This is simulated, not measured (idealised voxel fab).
process module | voxel transistor to metal
cross-section cut | 205 nm wide | cells 5 nm
A cross-section is a grid of square cells, given in bands from the top down. A band is one or more rows of cells.
Each band's line starts with the height of the band's top and of its bottom, in nm. Then come its materials from left to right, each with its width in nm. One material with "throughout" fills the band from edge to edge. "air" is empty space.
Height 0 is the level under which the wafer as received is all one material. The lowest band goes on downwards, as in "0 down".
A width such as "30 to 40" changes by the same amount from each row of cells to the next, from the band's top row to its bottom row.
"no change" after a step means that no cell of the cross-section changed.
closed voids: empty space of 8 cells or more with no open way to the top, each as width x height at its distance from the left edge, in nm
after a step's settings: what the simulator itself notes on the step
overlay nm, on a step with a mask: how far to the right of its planned place the mask lay; to the left if negative
plan
1 op RECEIVE | material Si
2 op CONFORMAL_DEP | material SiO2 | thk nm 5
3 op CONFORMAL_DEP | material SiN | thk nm 10
4 op DIRECTIONAL_DEP | material aC | thk nm 15
5 op PATTERN | tone cover | mask id ACTIVE | material resist | width nm 110 | thk nm 35 | overlay nm 0
6 op DIRECTIONAL_ETCH | etch materials aC | depth nm 15
7 op STRIP | etch materials resist
8 op DIRECTIONAL_ETCH | etch materials SiN | depth nm 10
9 op DIRECTIONAL_ETCH | etch materials SiO2 | depth nm 5
10 op DIRECTIONAL_ETCH | etch materials Si | depth nm 35
11 op STRIP | etch materials aC
12 op OXIDIZE | depth nm 5
13 op FILL_DEP | material SiO2 | thk nm 10
14 op CMP | height nm 15
15 op SELECTIVE_ETCH | etch materials SiO2 | depth nm 10
16 op STRIP | etch materials SiN
17 op SELECTIVE_ETCH | etch materials SiO2 | depth nm 5
18 op OXIDIZE | depth nm 5
19 op DIRECTIONAL_DEP | material polySi | thk nm 25
20 op DIRECTIONAL_DEP | material SiCN | thk nm 10
21 op DIRECTIONAL_DEP | material aC | thk nm 10
22 op PATTERN | tone cover | mask id GATE | material resist | width nm 20 | thk nm 25 | overlay nm 0
23 op DIRECTIONAL_ETCH | etch materials aC | depth nm 10
24 op STRIP | etch materials resist
25 op DIRECTIONAL_ETCH | etch materials SiCN | depth nm 20
26 op DIRECTIONAL_ETCH | etch materials polySi | depth nm 35
27 op STRIP | etch materials aC
28 op CONFORMAL_DEP | material SiO2 | thk nm 5
29 op DIRECTIONAL_ETCH | etch materials SiO2 | depth nm 5
30 op CONFORMAL_DEP | material SiN | thk nm 10
31 op DIRECTIONAL_ETCH | etch materials SiN | depth nm 10
32 op DIRECTIONAL_ETCH | etch materials SiO2 | depth nm 5
33 op EPI | material pSi | thk nm 5
34 op FILL_DEP | material SiO2 | thk nm 10
35 op CMP | height nm 35
36 op DIRECTIONAL_DEP | material SiO2 | thk nm 15
37 op MASKED_ETCH | tone open | mask id CONTACT | width nm 30 | pitch nm 60 | etch materials SiO2 | depth nm 50 | overlay nm 0
38 op CONFORMAL_DEP | material TiN | thk nm 5
39 op FILL_DEP | material Ru | thk nm 5
40 op CMP | height nm 50
41 op CONFORMAL_DEP | material SiCN | thk nm 5
42 op DIRECTIONAL_DEP | material SiO2 | thk nm 15
43 op MASKED_ETCH | tone open | mask id METAL_1 | width nm 15 | pitch nm 75 | etch materials SiO2 | depth nm 15 | overlay nm 0
44 op MASKED_ETCH | tone open | mask id METAL_1 | width nm 15 | pitch nm 75 | etch materials SiCN | depth nm 5 | overlay nm 0
45 op CONFORMAL_DEP | material TiN | thk nm 5
46 op FILL_DEP | material Ru | thk nm 10
47 op CMP | height nm 70
48 op CONFORMAL_DEP | material SiCN | thk nm 5
49 op DIRECTIONAL_DEP | material SiO2 | thk nm 30
50 op PATTERN | tone open | mask id METAL_2 | material resist | width nm 15 | pitch nm 75 | thk nm 15 | overlay nm 0
51 op DIRECTIONAL_ETCH | etch materials SiO2 | depth nm 20
52 op STRIP | etch materials resist
53 op MASKED_ETCH | tone open | mask id METAL_2_HOLES | width nm 15 | pitch nm 75 | etch materials SiO2 | depth nm 10 | overlay nm 0
54 op MASKED_ETCH | tone open | mask id METAL_2_HOLES | width nm 15 | pitch nm 75 | etch materials SiCN | depth nm 5 | overlay nm 0
55 op CONFORMAL_DEP | material TiN | thk nm 5
56 op FILL_DEP | material Ru | thk nm 10
57 op CMP | height nm 105
58 op CONFORMAL_DEP | material SiCN | thk nm 5
first wafer, as planned
as received, after step 1
  0 down: Si throughout
  closed voids: none
after step 2
  5 to 0: SiO2 throughout
  below 0: unchanged
after step 3
  15 to 5: SiN throughout
  below 5: unchanged
after step 4
  30 to 15: aC throughout
  below 15: unchanged
after step 5
  65 to 30: air 45 | resist 110 | air 50
  below 30: unchanged
after step 6
  50 to 30: air 45 | resist 110 | air 50
  30 to 15: air 45 | aC 110 | air 50
  below 15: unchanged
after step 7
  30 to 15: air 45 | aC 110 | air 50
  below 15: unchanged
after step 8
  30 to 15: air 45 | aC 110 | air 50
  15 to 5: air 45 | SiN 110 | air 50
  below 5: unchanged
after step 9
  30 to 15: air 45 | aC 110 | air 50
  15 to 5: air 45 | SiN 110 | air 50
  5 to 0: air 45 | SiO2 110 | air 50
  below 0: unchanged
after step 10
  30 to 15: air 45 | aC 110 | air 50
  15 to 5: air 45 | SiN 110 | air 50
  5 to 0: air 45 | SiO2 110 | air 50
  0 to -35: air 45 | Si 110 | air 50
  below -35: unchanged
after step 11
  15 to 5: air 45 | SiN 110 | air 50
  below 5: unchanged
after step 12
  15 to 5: air 45 | SiN 110 | air 50
  5 to 0: air 45 | SiO2 110 | air 50
  0 to -35: air 45 | SiO2 5 | Si 100 | SiO2 5 | air 50
  -35 to -40: SiO2 50 | Si 100 | SiO2 55
  below -40: unchanged
after step 13
  25 to 15: SiO2 throughout
  15 to 5: SiO2 45 | SiN 110 | SiO2 50
  5 to 0: SiO2 throughout
  0 to -40: SiO2 50 | Si 100 | SiO2 55
  below -40: unchanged
after step 14
  15 to 5: SiO2 45 | SiN 110 | SiO2 50
  below 5: unchanged
after step 15
  15 to 5: air 45 | SiN 110 | air 50
  below 5: unchanged
after step 16
  5 to 0: SiO2 throughout
  below 0: unchanged
after step 17
  0 to -40: SiO2 50 | Si 100 | SiO2 55
  below -40: unchanged
after step 18
  0 to -5: SiO2 throughout
  below -5: unchanged
after step 19
  25 to 0: polySi throughout
  below 0: unchanged
after step 20
  35 to 25: SiCN throughout
  below 25: unchanged
after step 21
  45 to 35: aC throughout
  below 35: unchanged
after step 22
  70 to 45: air 90 | resist 20 | air 95
  below 45: unchanged
after step 23
  60 to 45: air 90 | resist 20 | air 95
  45 to 35: air 90 | aC 20 | air 95
  below 35: unchanged
after step 24
  45 to 35: air 90 | aC 20 | air 95
  below 35: unchanged
after step 25
  45 to 35: air 90 | aC 20 | air 95
  35 to 25: air 90 | SiCN 20 | air 95
  below 25: unchanged
after step 26
  45 to 35: air 90 | aC 20 | air 95
  35 to 25: air 90 | SiCN 20 | air 95
  25 to 0: air 90 | polySi 20 | air 95
  below 0: unchanged
after step 27
  35 to 25: air 90 | SiCN 20 | air 95
  below 25: unchanged
after step 28
  40 to 35: air 85 | SiO2 30 | air 90
  35 to 25: air 85 | SiO2 5 | SiCN 20 | SiO2 5 | air 90
  25 to 5: air 85 | SiO2 5 | polySi 20 | SiO2 5 | air 90
  5 to 0: SiO2 90 | polySi 20 | SiO2 95
  below 0: unchanged
after step 29
  35 to 25: air 85 | SiO2 5 | SiCN 20 | SiO2 5 | air 90
  25 to 0: air 85 | SiO2 5 | polySi 20 | SiO2 5 | air 90
  below 0: unchanged
after step 30
  45 to 35: air 75 | SiN 50 | air 80
  35 to 25: air 75 | SiN 10 | SiO2 5 | SiCN 20 | SiO2 5 | SiN 10 | air 80
  25 to 10: air 75 | SiN 10 | SiO2 5 | polySi 20 | SiO2 5 | SiN 10 | air 80
  10 to 0: SiN 85 | SiO2 5 | polySi 20 | SiO2 5 | SiN 90
  below 0: unchanged
after step 31
  35 to 25: air 75 | SiN 10 | SiO2 5 | SiCN 20 | SiO2 5 | SiN 10 | air 80
  25 to 0: air 75 | SiN 10 | SiO2 5 | polySi 20 | SiO2 5 | SiN 10 | air 80
  below 0: unchanged
after step 32
  35 to 30: air 75 | SiN 10 | air 5 | SiCN 20 | air 5 | SiN 10 | air 80
  30 to 25: air 75 | SiN 10 | SiO2 5 | SiCN 20 | SiO2 5 | SiN 10 | air 80
  25 to 0: air 75 | SiN 10 | SiO2 5 | polySi 20 | SiO2 5 | SiN 10 | air 80
  0 to -5: air 75 | SiO2 50 | air 80
  below -5: unchanged
after step 33
  35 to 30: air 75 | SiN 10 | air 5 | SiCN 20 | air 5 | SiN 10 | air 80
  30 to 25: air 75 | SiN 10 | SiO2 5 | SiCN 20 | SiO2 5 | SiN 10 | air 80
  25 to 0: air 75 | SiN 10 | SiO2 5 | polySi 20 | SiO2 5 | SiN 10 | air 80
  0 to -5: air 45 | pSi 30 | SiO2 50 | pSi 30 | air 50
  below -5: unchanged
after step 34
  45 to 35: SiO2 throughout
  35 to 25: SiO2 75 | SiN 10 | SiO2 5 | SiCN 20 | SiO2 5 | SiN 10 | SiO2 80
  25 to 0: SiO2 75 | SiN 10 | SiO2 5 | polySi 20 | SiO2 5 | SiN 10 | SiO2 80
  0 to -5: SiO2 45 | pSi 30 | SiO2 50 | pSi 30 | SiO2 50
  below -5: unchanged
after step 35
  35 to 25: SiO2 75 | SiN 10 | SiO2 5 | SiCN 20 | SiO2 5 | SiN 10 | SiO2 80
  below 25: unchanged
after step 36
  50 to 35: SiO2 throughout
  below 35: unchanged
after step 37
  50 to 35: SiO2 55 | air 30 | SiO2 30 | air 30 | SiO2 60
  35 to 25: SiO2 55 | air 20 | SiN 10 | SiO2 5 | SiCN 20 | SiO2 5 | SiN 10 | air 20 | SiO2 60
  25 to 0: SiO2 55 | air 20 | SiN 10 | SiO2 5 | polySi 20 | SiO2 5 | SiN 10 | air 20 | SiO2 60
  below 0: unchanged
after step 38
  55 to 50: TiN 60 | air 20 | TiN 40 | air 20 | TiN 65
  50 to 40: SiO2 55 | TiN 5 | air 20 | TiN 5 | SiO2 30 | TiN 5 | air 20 | TiN 5 | SiO2 60
  40 to 35: SiO2 55 | TiN 5 | air 10 | TiN 15 | SiO2 30 | TiN 15 | air 10 | TiN 5 | SiO2 60
  35 to 25: SiO2 55 | TiN 5 | air 10 | TiN 5 | SiN 10 | SiO2 5 | SiCN 20 | SiO2 5 | SiN 10 | TiN 5 | air 10 | TiN 5 | SiO2 60
  25 to 5: SiO2 55 | TiN 5 | air 10 | TiN 5 | SiN 10 | SiO2 5 | polySi 20 | SiO2 5 | SiN 10 | TiN 5 | air 10 | TiN 5 | SiO2 60
  5 to 0: SiO2 55 | TiN 20 | SiN 10 | SiO2 5 | polySi 20 | SiO2 5 | SiN 10 | TiN 20 | SiO2 60
  below 0: unchanged
after step 39
  60 to 55: Ru throughout
  55 to 50: TiN 60 | Ru 20 | TiN 40 | Ru 20 | TiN 65
  50 to 40: SiO2 55 | TiN 5 | Ru 20 | TiN 5 | SiO2 30 | TiN 5 | Ru 20 | TiN 5 | SiO2 60
  40 to 35: SiO2 55 | TiN 5 | Ru 10 | TiN 15 | SiO2 30 | TiN 15 | Ru 10 | TiN 5 | SiO2 60
  35 to 25: SiO2 55 | TiN 5 | Ru 10 | TiN 5 | SiN 10 | SiO2 5 | SiCN 20 | SiO2 5 | SiN 10 | TiN 5 | Ru 10 | TiN 5 | SiO2 60
  25 to 5: SiO2 55 | TiN 5 | Ru 10 | TiN 5 | SiN 10 | SiO2 5 | polySi 20 | SiO2 5 | SiN 10 | TiN 5 | Ru 10 | TiN 5 | SiO2 60
  below 5: unchanged
after step 40
  50 to 40: SiO2 55 | TiN 5 | Ru 20 | TiN 5 | SiO2 30 | TiN 5 | Ru 20 | TiN 5 | SiO2 60
  below 40: unchanged
after step 41
  55 to 50: SiCN throughout
  below 50: unchanged
after step 42
  70 to 55: SiO2 throughout
  below 55: unchanged
after step 43
  70 to 55: SiO2 55 | air 15 | SiO2 60 | air 15 | SiO2 60
  below 55: unchanged
after step 44
  70 to 55: SiO2 55 | air 15 | SiO2 60 | air 15 | SiO2 60
  55 to 50: SiCN 55 | air 15 | SiCN 60 | air 15 | SiCN 60
  below 50: unchanged
after step 45
  75 to 70: TiN 60 | air 5 | TiN 70 | air 5 | TiN 65
  70 to 55: SiO2 55 | TiN 5 | air 5 | TiN 5 | SiO2 60 | TiN 5 | air 5 | TiN 5 | SiO2 60
  55 to 50: SiCN 55 | TiN 15 | SiCN 60 | TiN 15 | SiCN 60
  below 50: unchanged
after step 46
  85 to 75: Ru throughout
  75 to 70: TiN 60 | Ru 5 | TiN 70 | Ru 5 | TiN 65
  70 to 55: SiO2 55 | TiN 5 | Ru 5 | TiN 5 | SiO2 60 | TiN 5 | Ru 5 | TiN 5 | SiO2 60
  below 55: unchanged
after step 47
  70 to 55: SiO2 55 | TiN 5 | Ru 5 | TiN 5 | SiO2 60 | TiN 5 | Ru 5 | TiN 5 | SiO2 60
  below 55: unchanged
after step 48
  75 to 70: SiCN throughout
  below 70: unchanged
after step 49
  105 to 75: SiO2 throughout
  below 75: unchanged
after step 50
  120 to 105: resist 55 | air 15 | resist 60 | air 15 | resist 60
  below 105: unchanged
after step 51
  120 to 105: resist 55 | air 15 | resist 60 | air 15 | resist 60
  105 to 85: SiO2 55 | air 15 | SiO2 60 | air 15 | SiO2 60
  below 85: unchanged
after step 52
  105 to 85: SiO2 55 | air 15 | SiO2 60 | air 15 | SiO2 60
  below 85: unchanged
after step 53
  105 to 75: SiO2 55 | air 15 | SiO2 60 | air 15 | SiO2 60
  below 75: unchanged
after step 54
  105 to 75: SiO2 55 | air 15 | SiO2 60 | air 15 | SiO2 60
  75 to 70: SiCN 55 | air 15 | SiCN 60 | air 15 | SiCN 60
  below 70: unchanged
after step 55
  110 to 105: TiN 60 | air 5 | TiN 70 | air 5 | TiN 65
  105 to 75: SiO2 55 | TiN 5 | air 5 | TiN 5 | SiO2 60 | TiN 5 | air 5 | TiN 5 | SiO2 60
  75 to 70: SiCN 55 | TiN 15 | SiCN 60 | TiN 15 | SiCN 60
  below 70: unchanged
after step 56
  120 to 110: Ru throughout
  110 to 105: TiN 60 | Ru 5 | TiN 70 | Ru 5 | TiN 65
  105 to 75: SiO2 55 | TiN 5 | Ru 5 | TiN 5 | SiO2 60 | TiN 5 | Ru 5 | TiN 5 | SiO2 60
  below 75: unchanged
after step 57
  105 to 75: SiO2 55 | TiN 5 | Ru 5 | TiN 5 | SiO2 60 | TiN 5 | Ru 5 | TiN 5 | SiO2 60
  below 75: unchanged
after step 58
  110 to 105: SiCN throughout
  below 105: unchanged
second wafer: like start, like plan, one mistake. Through step 4 it matches the first wafer
when step 5 should have ended
  65 to 30: air 50 | resist 105 | air 50
  below 30: unchanged
when step 6 should have ended
  50 to 30: air 50 | resist 105 | air 50
  30 to 15: air 50 | aC 105 | air 50
  below 15: unchanged
when step 7 should have ended
  30 to 15: air 50 | aC 105 | air 50
  below 15: unchanged
when step 8 should have ended
  30 to 15: air 50 | aC 105 | air 50
  15 to 5: air 50 | SiN 105 | air 50
  below 5: unchanged
when step 9 should have ended
  30 to 15: air 50 | aC 105 | air 50
  15 to 5: air 50 | SiN 105 | air 50
  5 to 0: air 50 | SiO2 105 | air 50
  below 0: unchanged
when step 10 should have ended
  30 to 15: air 50 | aC 105 | air 50
  15 to 5: air 50 | SiN 105 | air 50
  5 to 0: air 50 | SiO2 105 | air 50
  0 to -35: air 50 | Si 105 | air 50
  below -35: unchanged
when step 11 should have ended
  15 to 5: air 50 | SiN 105 | air 50
  below 5: unchanged
when step 12 should have ended
  15 to 5: air 50 | SiN 105 | air 50
  5 to 0: air 50 | SiO2 105 | air 50
  0 to -35: air 50 | SiO2 5 | Si 95 | SiO2 5 | air 50
  -35 to -40: SiO2 55 | Si 95 | SiO2 55
  below -40: unchanged
when step 13 should have ended
  25 to 15: SiO2 throughout
  15 to 5: SiO2 50 | SiN 105 | SiO2 50
  5 to 0: SiO2 throughout
  0 to -40: SiO2 55 | Si 95 | SiO2 55
  below -40: unchanged
when step 14 should have ended
  15 to 5: SiO2 50 | SiN 105 | SiO2 50
  below 5: unchanged
when step 15 should have ended
  15 to 5: air 50 | SiN 105 | air 50
  below 5: unchanged
when step 16 should have ended
  5 to 0: SiO2 throughout
  below 0: unchanged
when step 17 should have ended
  0 to -40: SiO2 55 | Si 95 | SiO2 55
  below -40: unchanged
when step 18 should have ended
  0 to -5: SiO2 throughout
  below -5: unchanged
when step 19 should have ended
  25 to 0: polySi throughout
  below 0: unchanged
when step 20 should have ended
  35 to 25: SiCN throughout
  below 25: unchanged
when step 21 should have ended
  45 to 35: aC throughout
  below 35: unchanged
when step 22 should have ended
  70 to 45: air 90 | resist 20 | air 95
  below 45: unchanged
when step 23 should have ended
  60 to 45: air 90 | resist 20 | air 95
  45 to 35: air 90 | aC 20 | air 95
  below 35: unchanged
when step 24 should have ended
  45 to 35: air 90 | aC 20 | air 95
  below 35: unchanged
when step 25 should have ended
  45 to 35: air 90 | aC 20 | air 95
  35 to 25: air 90 | SiCN 20 | air 95
  below 25: unchanged
when step 26 should have ended
  45 to 35: air 90 | aC 20 | air 95
  35 to 25: air 90 | SiCN 20 | air 95
  25 to 0: air 90 | polySi 20 | air 95
  below 0: unchanged
when step 27 should have ended
  35 to 25: air 90 | SiCN 20 | air 95
  below 25: unchanged
when step 28 should have ended
  40 to 35: air 85 | SiO2 30 | air 90
  35 to 25: air 85 | SiO2 5 | SiCN 20 | SiO2 5 | air 90
  25 to 5: air 85 | SiO2 5 | polySi 20 | SiO2 5 | air 90
  5 to 0: SiO2 90 | polySi 20 | SiO2 95
  below 0: unchanged
when step 29 should have ended
  35 to 25: air 85 | SiO2 5 | SiCN 20 | SiO2 5 | air 90
  25 to 0: air 85 | SiO2 5 | polySi 20 | SiO2 5 | air 90
  below 0: unchanged
when step 30 should have ended
  45 to 35: air 75 | SiN 50 | air 80
  35 to 25: air 75 | SiN 10 | SiO2 5 | SiCN 20 | SiO2 5 | SiN 10 | air 80
  25 to 10: air 75 | SiN 10 | SiO2 5 | polySi 20 | SiO2 5 | SiN 10 | air 80
  10 to 0: SiN 85 | SiO2 5 | polySi 20 | SiO2 5 | SiN 90
  below 0: unchanged
when step 31 should have ended
  35 to 25: air 75 | SiN 10 | SiO2 5 | SiCN 20 | SiO2 5 | SiN 10 | air 80
  25 to 0: air 75 | SiN 10 | SiO2 5 | polySi 20 | SiO2 5 | SiN 10 | air 80
  below 0: unchanged
when step 32 should have ended
  35 to 30: air 75 | SiN 10 | air 5 | SiCN 20 | air 5 | SiN 10 | air 80
  30 to 25: air 75 | SiN 10 | SiO2 5 | SiCN 20 | SiO2 5 | SiN 10 | air 80
  25 to 0: air 75 | SiN 10 | SiO2 5 | polySi 20 | SiO2 5 | SiN 10 | air 80
  0 to -5: air 75 | SiO2 50 | air 80
  below -5: unchanged
when step 33 should have ended
  35 to 30: air 75 | SiN 10 | air 5 | SiCN 20 | air 5 | SiN 10 | air 80
  30 to 25: air 75 | SiN 10 | SiO2 5 | SiCN 20 | SiO2 5 | SiN 10 | air 80
  25 to 0: air 75 | SiN 10 | SiO2 5 | polySi 20 | SiO2 5 | SiN 10 | air 80
  0 to -5: air 50 | pSi 25 | SiO2 50 | pSi 30 | air 50
  below -5: unchanged
when step 34 should have ended
  45 to 35: SiO2 throughout
  35 to 25: SiO2 75 | SiN 10 | SiO2 5 | SiCN 20 | SiO2 5 | SiN 10 | SiO2 80
  25 to 0: SiO2 75 | SiN 10 | SiO2 5 | polySi 20 | SiO2 5 | SiN 10 | SiO2 80
  0 to -5: SiO2 50 | pSi 25 | SiO2 50 | pSi 30 | SiO2 50
  below -5: unchanged
when step 35 should have ended
  35 to 25: SiO2 75 | SiN 10 | SiO2 5 | SiCN 20 | SiO2 5 | SiN 10 | SiO2 80
  below 25: unchanged
when step 36 should have ended
  50 to 35: SiO2 throughout
  below 35: unchanged
when step 37 should have ended
  50 to 35: SiO2 55 | air 30 | SiO2 30 | air 30 | SiO2 60
  35 to 25: SiO2 55 | air 20 | SiN 10 | SiO2 5 | SiCN 20 | SiO2 5 | SiN 10 | air 20 | SiO2 60
  25 to 0: SiO2 55 | air 20 | SiN 10 | SiO2 5 | polySi 20 | SiO2 5 | SiN 10 | air 20 | SiO2 60
  below 0: unchanged
when step 38 should have ended
  55 to 50: TiN 60 | air 20 | TiN 40 | air 20 | TiN 65
  50 to 40: SiO2 55 | TiN 5 | air 20 | TiN 5 | SiO2 30 | TiN 5 | air 20 | TiN 5 | SiO2 60
  40 to 35: SiO2 55 | TiN 5 | air 10 | TiN 15 | SiO2 30 | TiN 15 | air 10 | TiN 5 | SiO2 60
  35 to 25: SiO2 55 | TiN 5 | air 10 | TiN 5 | SiN 10 | SiO2 5 | SiCN 20 | SiO2 5 | SiN 10 | TiN 5 | air 10 | TiN 5 | SiO2 60
  25 to 5: SiO2 55 | TiN 5 | air 10 | TiN 5 | SiN 10 | SiO2 5 | polySi 20 | SiO2 5 | SiN 10 | TiN 5 | air 10 | TiN 5 | SiO2 60
  5 to 0: SiO2 55 | TiN 20 | SiN 10 | SiO2 5 | polySi 20 | SiO2 5 | SiN 10 | TiN 20 | SiO2 60
  below 0: unchanged
when step 39 should have ended
  60 to 55: Ru throughout
  55 to 50: TiN 60 | Ru 20 | TiN 40 | Ru 20 | TiN 65
  50 to 40: SiO2 55 | TiN 5 | Ru 20 | TiN 5 | SiO2 30 | TiN 5 | Ru 20 | TiN 5 | SiO2 60
  40 to 35: SiO2 55 | TiN 5 | Ru 10 | TiN 15 | SiO2 30 | TiN 15 | Ru 10 | TiN 5 | SiO2 60
  35 to 25: SiO2 55 | TiN 5 | Ru 10 | TiN 5 | SiN 10 | SiO2 5 | SiCN 20 | SiO2 5 | SiN 10 | TiN 5 | Ru 10 | TiN 5 | SiO2 60
  25 to 5: SiO2 55 | TiN 5 | Ru 10 | TiN 5 | SiN 10 | SiO2 5 | polySi 20 | SiO2 5 | SiN 10 | TiN 5 | Ru 10 | TiN 5 | SiO2 60
  below 5: unchanged
when step 40 should have ended
  50 to 40: SiO2 55 | TiN 5 | Ru 20 | TiN 5 | SiO2 30 | TiN 5 | Ru 20 | TiN 5 | SiO2 60
  below 40: unchanged
when step 41 should have ended
  55 to 50: SiCN throughout
  below 50: unchanged
when step 42 should have ended
  70 to 55: SiO2 throughout
  below 55: unchanged
when step 43 should have ended
  70 to 55: SiO2 55 | air 15 | SiO2 60 | air 15 | SiO2 60
  below 55: unchanged
when step 44 should have ended
  70 to 55: SiO2 55 | air 15 | SiO2 60 | air 15 | SiO2 60
  55 to 50: SiCN 55 | air 15 | SiCN 60 | air 15 | SiCN 60
  below 50: unchanged
when step 45 should have ended
  75 to 70: TiN 60 | air 5 | TiN 70 | air 5 | TiN 65
  70 to 55: SiO2 55 | TiN 5 | air 5 | TiN 5 | SiO2 60 | TiN 5 | air 5 | TiN 5 | SiO2 60
  55 to 50: SiCN 55 | TiN 15 | SiCN 60 | TiN 15 | SiCN 60
  below 50: unchanged
when step 46 should have ended
  85 to 75: Ru throughout
  75 to 70: TiN 60 | Ru 5 | TiN 70 | Ru 5 | TiN 65
  70 to 55: SiO2 55 | TiN 5 | Ru 5 | TiN 5 | SiO2 60 | TiN 5 | Ru 5 | TiN 5 | SiO2 60
  below 55: unchanged
when step 47 should have ended
  70 to 55: SiO2 55 | TiN 5 | Ru 5 | TiN 5 | SiO2 60 | TiN 5 | Ru 5 | TiN 5 | SiO2 60
  below 55: unchanged
when step 48 should have ended
  75 to 70: SiCN throughout
  below 70: unchanged
when step 49 should have ended
  105 to 75: SiO2 throughout
  below 75: unchanged
when step 50 should have ended
  120 to 105: resist 55 | air 15 | resist 60 | air 15 | resist 60
  below 105: unchanged
when step 51 should have ended
  120 to 105: resist 55 | air 15 | resist 60 | air 15 | resist 60
  105 to 85: SiO2 55 | air 15 | SiO2 60 | air 15 | SiO2 60
  below 85: unchanged
when step 52 should have ended
  105 to 85: SiO2 55 | air 15 | SiO2 60 | air 15 | SiO2 60
  below 85: unchanged
when step 53 should have ended
  105 to 75: SiO2 55 | air 15 | SiO2 60 | air 15 | SiO2 60
  below 75: unchanged
when step 54 should have ended
  105 to 75: SiO2 55 | air 15 | SiO2 60 | air 15 | SiO2 60
  75 to 70: SiCN 55 | air 15 | SiCN 60 | air 15 | SiCN 60
  below 70: unchanged
when step 55 should have ended
  110 to 105: TiN 60 | air 5 | TiN 70 | air 5 | TiN 65
  105 to 75: SiO2 55 | TiN 5 | air 5 | TiN 5 | SiO2 60 | TiN 5 | air 5 | TiN 5 | SiO2 60
  75 to 70: SiCN 55 | TiN 15 | SiCN 60 | TiN 15 | SiCN 60
  below 70: unchanged
when step 56 should have ended
  120 to 110: Ru throughout
  110 to 105: TiN 60 | Ru 5 | TiN 70 | Ru 5 | TiN 65
  105 to 75: SiO2 55 | TiN 5 | Ru 5 | TiN 5 | SiO2 60 | TiN 5 | Ru 5 | TiN 5 | SiO2 60
  below 75: unchanged
when step 57 should have ended
  105 to 75: SiO2 55 | TiN 5 | Ru 5 | TiN 5 | SiO2 60 | TiN 5 | Ru 5 | TiN 5 | SiO2 60
  below 75: unchanged
when step 58 should have ended
  110 to 105: SiCN throughout
  below 105: unchanged
what went wrong: step 5 ran as: op PATTERN | tone cover | mask id ACTIVE | material resist | width nm 105 | thk nm 35 | overlay nm 0
at the end the second wafer has, in cells: 7 fewer of Si | 8 more of SiO2 | 1 fewer of pSi
